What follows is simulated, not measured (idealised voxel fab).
The following process module bears the name voxel self aligned contacts.
Square cells of 5 nm make up the cross-section cut, whose width is 185 nm.
In what follows, cross-sections appear as grids of square cells, described through bands that run from the top down, where every band is one or more rows of cells.
Band: top and bottom heights (nm) first, top before bottom; then materials from left to right, widths in nm. "throughout" marks a sole material filling the band edge to edge. "empty" denotes empty space.
Zero point of the height axis is 0; under it, received wafer = one material. Lowest band: continues down indefinitely, "0..down".
Graded width ("30->40"): value in top row of band = first number; value in bottom row = second number; row-to-row change constant.
"changes: none" (step): cross-section cells unchanged, all of them.
The entry "Entrapped voids" lists the empty spaces that cover at least 8 cells and have no open path to the top. Each is written as width x height at distance, where the distance is measured from the left edge and all three values are in nm.
after a step's settings: what the simulator itself notes on the step
overlay nm: right-of-plan distance of the mask on a masked step; negative values mean left-of-plan.
## The following list gives the planned process steps
- 1: op RECEIVE | material Si
- 2: op OXIDIZE | depth nm 5
- 3: op DIRECTIONAL_DEP | material polySi | thk nm 25
- 4: op DIRECTIONAL_DEP | material SiN | thk nm 25
- 5: op DIRECTIONAL_DEP | material aC | thk nm 10
- 6: op PATTERN | tone cover | mask id GATE | material resist | width nm 25 | pitch nm 65 | thk nm 30 | overlay nm 0
- 7: op DIRECTIONAL_ETCH | etch materials aC | depth nm 10
- 8: op STRIP | etch materials resist
- 9: op DIRECTIONAL_ETCH | etch materials SiN | depth nm 25
- 10: op DIRECTIONAL_ETCH | etch materials polySi | depth nm 25
- 11: op STRIP | etch materials aC
- 12: op CONFORMAL_DEP | material SiN | thk nm 10
- 13: op DIRECTIONAL_ETCH | etch materials SiN | depth nm 10
- 14: op FILL_DEP | material SiO2 | thk nm 20
- 15: op CMP | height nm 60
- 16: op MASKED_ETCH | tone open | mask id CONTACT | width nm 50 | pitch nm 65 | etch materials SiO2 | depth nm 65 | overlay nm 0
- 17: op CONFORMAL_DEP | material TiN | thk nm 5
- 18: op FILL_DEP | material W | thk nm 5
- 19: op CMP | height nm 60
- 20: op CONFORMAL_DEP | material SiCN | thk nm 5
## Cross-section, incoming material, after step 1
	0..down: Si throughout
	Entrapped voids: none
## This is how the wafer looks in cross-section once the module is done, given the starting state and plan above and one mistake in carrying the plan out
	65..60: SiCN throughout
	60..45: SiO2: 35; TiN: 5; W: 40; TiN: 5; SiO2: 15; TiN: 5; W: 40; TiN: 5; SiO2: 35
	45..40: SiO2: 35; TiN: 10; W: 30; TiN: 10; SiO2: 15; TiN: 10; W: 30; TiN: 10; SiO2: 35
	40..25: SiO2: 15; SiN: 25; TiN: 5; W: 30; TiN: 5; SiN: 25; TiN: 5; W: 30; TiN: 5; SiN: 25; SiO2: 15
	25..0: SiO2: 15; polySi: 25; TiN: 5; W: 30; TiN: 5; polySi: 25; TiN: 5; W: 30; TiN: 5; polySi: 25; SiO2: 15
	0..-5: SiO2: 40; TiN: 40; SiO2: 25; TiN: 40; SiO2: 40
	-5..down: Si throughout
	Entrapped voids: none
The mistake made against the process plan was this: step 12 of the plan: omitted, not performed
